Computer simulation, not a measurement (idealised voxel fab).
The following is a process module called voxel lift off.
Cross-section cut spans 165 nm and uses square cells 5 nm in size.
The cross-sections in this document take the form of a grid made of square cells. They are written out as bands, in order from top to bottom. Each band consists of one or more rows of cells. Heights first: top, then bottom, in nm. Then materials, left to right, each with a width in nm. "all across" on a single material: fills the band edge to edge. "blank": empty space. Height 0 is the level under which the wafer as received is all one material. The lowest band goes on downwards, as in "from 0 down". Read "30 to 40" as a graded width: first number on top, second number at the bottom, same change between each pair of neighbouring rows. Any step labelled "everything unchanged" changed none of the cells in the cross-section. Under "Sealed void listing" you'll find the enclosed gaps, the ones with no way out to the top, that are 8 cells or bigger; each reads width x height at distance, with distance counted from the left edge, everything in nm. Note: text after step settings on the step line = simulator remark on that step. A step line may carry the setting "overlay nm", which, for steps involving a mask, states the distance by which the mask lay to the right of its intended position; negative values denote displacement to the left. Below you will find pairs of cross-sections. In each, one shows the wafer before one process step and the other after it, with the after view ending at the lowest band that changed. Under each pair is the step separating them, along with its settings. Do not assume the pairs form a chain: they can come from different runs of this module on the same starting wafer, and a pair continues from the pair above it only when its "Pre-step profile" entry says so.
## Pre-step profile
* from 0 down: Si all across
* Sealed void listing: none
## Result of Step
* from 5 to 0: Al2O3 all across
* Unchanged below 0.
* Sealed void listing: none
To go from the before cross-section above to the after cross-section, apply CONFORMAL_DEP with material Al2O3, thk nm 5
Pre-step profile: just use the after drawing of the pair above as your starting point.
## Result of Step
* from 25 to 5: 50 nm resist | 15 nm blank | 30 nm resist | 15 nm blank | 55 nm resist
* Unchanged below 5.
* Sealed void listing: none
To go from the before cross-section above to the after cross-section, apply PATTERN with tone open, mask id LINES, material resist, width nm 15, pitch nm 45, thk nm 20, overlay nm 0
Pre-step profile: just use the after drawing of the pair above as your starting point.
## Result of Step
* from 30 to 25: 50 nm Ru | 15 nm blank | 30 nm Ru | 15 nm blank | 55 nm Ru
* from 25 to 10: 50 nm resist | 15 nm blank | 30 nm resist | 15 nm blank | 55 nm resist
* from 10 to 5: 50 nm resist | 15 nm Ru | 30 nm resist | 15 nm Ru | 55 nm resist
* Unchanged below 5.
* Sealed void listing: none
To go from the before cross-section above to the after cross-section, apply DIRECTIONAL_DEP with material Ru, thk nm 5
Pre-step profile: just use the after drawing of the pair above as your starting point.
## Result of Step
* from 10 to 5: 50 nm blank | 15 nm Ru | 30 nm blank | 15 nm Ru | 55 nm blank
* Unchanged below 5.
* Sealed void listing: none
To go from the before cross-section above to the after cross-section, apply STRIP with etch materials resist
Pre-step profile: just use the after drawing of the pair above as your starting point.
## Result of Step
* from 15 to 10: 45 nm blank | 25 nm SiCN | 20 nm blank | 25 nm SiCN | 50 nm blank
* from 10 to 5: 50 nm SiCN | 15 nm Ru | 30 nm SiCN | 15 nm Ru | 55 nm SiCN
* Unchanged below 5.
* Sealed void listing: none
To go from the before cross-section above to the after cross-section, apply CONFORMAL_DEP with material SiCN, thk nm 5
## Pre-step profile
* from 10 to 5: 50 nm blank | 15 nm Ru | 30 nm blank | 15 nm Ru | 55 nm blank
* from 5 to 0: Al2O3 all across
* from 0 down: Si all across
* Sealed void listing: none
## Result of Step
* from 25 to 20: 35 nm blank | 90 nm SiCN | 40 nm blank
* from 20 to 10: SiCN all across
* from 10 to 5: 50 nm SiCN | 15 nm Ru | 30 nm SiCN | 15 nm Ru | 55 nm SiCN
* Unchanged below 5.
* Sealed void listing: none
To go from the before cross-section above to the after cross-section, apply CONFORMAL_DEP with material SiCN, thk nm 15
## Pre-step profile
* from 5 to 0: Al2O3 all across
* from 0 down: Si all across
* Sealed void listing: none
## Result of Step
* from 25 to 5: 45 nm resist | 25 nm blank | 20 nm resist | 25 nm blank | 50 nm resist
* Unchanged below 5.
* Sealed void listing: none
To go from the before cross-section above to the after cross-section, apply PATTERN with tone open, mask id LINES, material resist, width nm 25, pitch nm 45, thk nm 20, overlay nm 0
Pre-step profile: just use the after drawing of the pair above as your starting point.
## Result of Step
* from 30 to 25: 45 nm Ru | 25 nm blank | 20 nm Ru | 25 nm blank | 50 nm Ru
* from 25 to 10: 45 nm resist | 25 nm blank | 20 nm resist | 25 nm blank | 50 nm resist
* from 10 to 5: 45 nm resist | 25 nm Ru | 20 nm resist | 25 nm Ru | 50 nm resist
* Unchanged below 5.
* Sealed void listing: none
To go from the before cross-section above to the after cross-section, apply DIRECTIONAL_DEP with material Ru, thk nm 5
Pre-step profile: just use the after drawing of the pair above as your starting point.
## Result of Step
* from 10 to 5: 45 nm blank | 25 nm Ru | 20 nm blank | 25 nm Ru | 50 nm blank
* Unchanged below 5.
* Sealed void listing: none
To go from the before cross-section above to the after cross-section, apply STRIP with etch materials resist
Pre-step profile: just use the after drawing of the pair above as your starting point.
## Result of Step
* from 15 to 10: 40 nm blank | 35 nm SiCN | 10 nm blank | 35 nm SiCN | 45 nm blank
* from 10 to 5: 45 nm SiCN | 25 nm Ru | 20 nm SiCN | 25 nm Ru | 50 nm SiCN
* Unchanged below 5.
* Sealed void listing: none
To go from the before cross-section above to the after cross-section, apply CONFORMAL_DEP with material SiCN, thk nm 5
## Pre-step profile
* from 5 to 0: Al2O3 all across
* from 0 down: Si all across
* Sealed void listing: none
## Result of Step
* from 25 to 5: 40 nm resist | 15 nm blank | 30 nm resist | 15 nm blank | 65 nm resist
* Unchanged below 5.
* Sealed void listing: none
To go from the before cross-section above to the after cross-section, apply PATTERN with tone open, mask id LINES, material resist, width nm 15, pitch nm 45, thk nm 20, overlay nm -10
Pre-step profile: just use the after drawing of the pair above as your starting point.
## Result of Step
* from 30 to 25: 40 nm Ru | 15 nm blank | 30 nm Ru | 15 nm blank | 65 nm Ru
* from 25 to 10: 40 nm resist | 15 nm blank | 30 nm resist | 15 nm blank | 65 nm resist
* from 10 to 5: 40 nm resist | 15 nm Ru | 30 nm resist | 15 nm Ru | 65 nm resist
* Unchanged below 5.
* Sealed void listing: none
To go from the before cross-section above to the after cross-section, apply DIRECTIONAL_DEP with material Ru, thk nm 5
Pre-step profile: just use the after drawing of the pair above as your starting point.
## Result of Step
* from 10 to 5: 40 nm blank | 15 nm Ru | 30 nm blank | 15 nm Ru | 65 nm blank
* Unchanged below 5.
* Sealed void listing: none
To go from the before cross-section above to the after cross-section, apply STRIP with etch materials resist
Pre-step profile: just use the after drawing of the pair above as your starting point.
## Result of Step
* from 15 to 10: 35 nm blank | 25 nm SiCN | 20 nm blank | 25 nm SiCN | 60 nm blank
* from 10 to 5: 40 nm SiCN | 15 nm Ru | 30 nm SiCN | 15 nm Ru | 65 nm SiCN
* Unchanged below 5.
* Sealed void listing: none
To go from the before cross-section above to the after cross-section, apply CONFORMAL_DEP with material SiCN, thk nm 5
## Pre-step profile
* from 10 to 5: 50 nm blank | 15 nm Ru | 30 nm blank | 15 nm Ru | 55 nm blank
* from 5 to 0: Al2O3 all across
* from 0 down: Si all across
* Sealed void listing: none
## Result of Step
* from 15 to 10: 45 nm blank | 25 nm Ru | 20 nm blank | 25 nm Ru | 50 nm blank
* from 10 to 5: Ru all across
* Unchanged below 5.
* Sealed void listing: none
To go from the before cross-section above to the after cross-section, apply CONFORMAL_DEP with material Ru, thk nm 5
## Pre-step profile
* from 5 to 0: Al2O3 all across
* from 0 down: Si all across
* Sealed void listing: none
## Result of Step
* from 25 to 5: 50 nm blank | 15 nm resist | 30 nm blank | 15 nm resist | 55 nm blank
* Unchanged below 5.
* Sealed void listing: none
To go from the before cross-section above to the after cross-section, apply PATTERN with tone cover, mask id LINES, material resist, width nm 15, pitch nm 45, thk nm 20, overlay nm 0
Pre-step profile: just use the after drawing of the pair above as your starting point.
## Result of Step
* from 30 to 25: 50 nm blank | 15 nm Ru | 30 nm blank | 15 nm Ru | 55 nm blank
* from 25 to 10: 50 nm blank | 15 nm resist | 30 nm blank | 15 nm resist | 55 nm blank
* from 10 to 5: 50 nm Ru | 15 nm resist | 30 nm Ru | 15 nm resist | 55 nm Ru
* Unchanged below 5.
* Sealed void listing: none
To go from the before cross-section above to the after cross-section, apply DIRECTIONAL_DEP with material Ru, thk nm 5
Pre-step profile: just use the after drawing of the pair above as your starting point.
## Result of Step
* from 10 to 5: 50 nm Ru | 15 nm blank | 30 nm Ru | 15 nm blank | 55 nm Ru
* Unchanged below 5.
* Sealed void listing: none
To go from the before cross-section above to the after cross-section, apply STRIP with etch materials resist
Pre-step profile: just use the after drawing of the pair above as your starting point.
## Result of Step
* from 15 to 10: 55 nm SiCN | 5 nm blank | 40 nm SiCN | 5 nm blank | 60 nm SiCN
* from 10 to 5: 50 nm Ru | 15 nm SiCN | 30 nm Ru | 15 nm SiCN | 55 nm Ru
* Unchanged below 5.
* Sealed void listing: none
To go from the before cross-section above to the after cross-section, apply CONFORMAL_DEP with material SiCN, thk nm 5
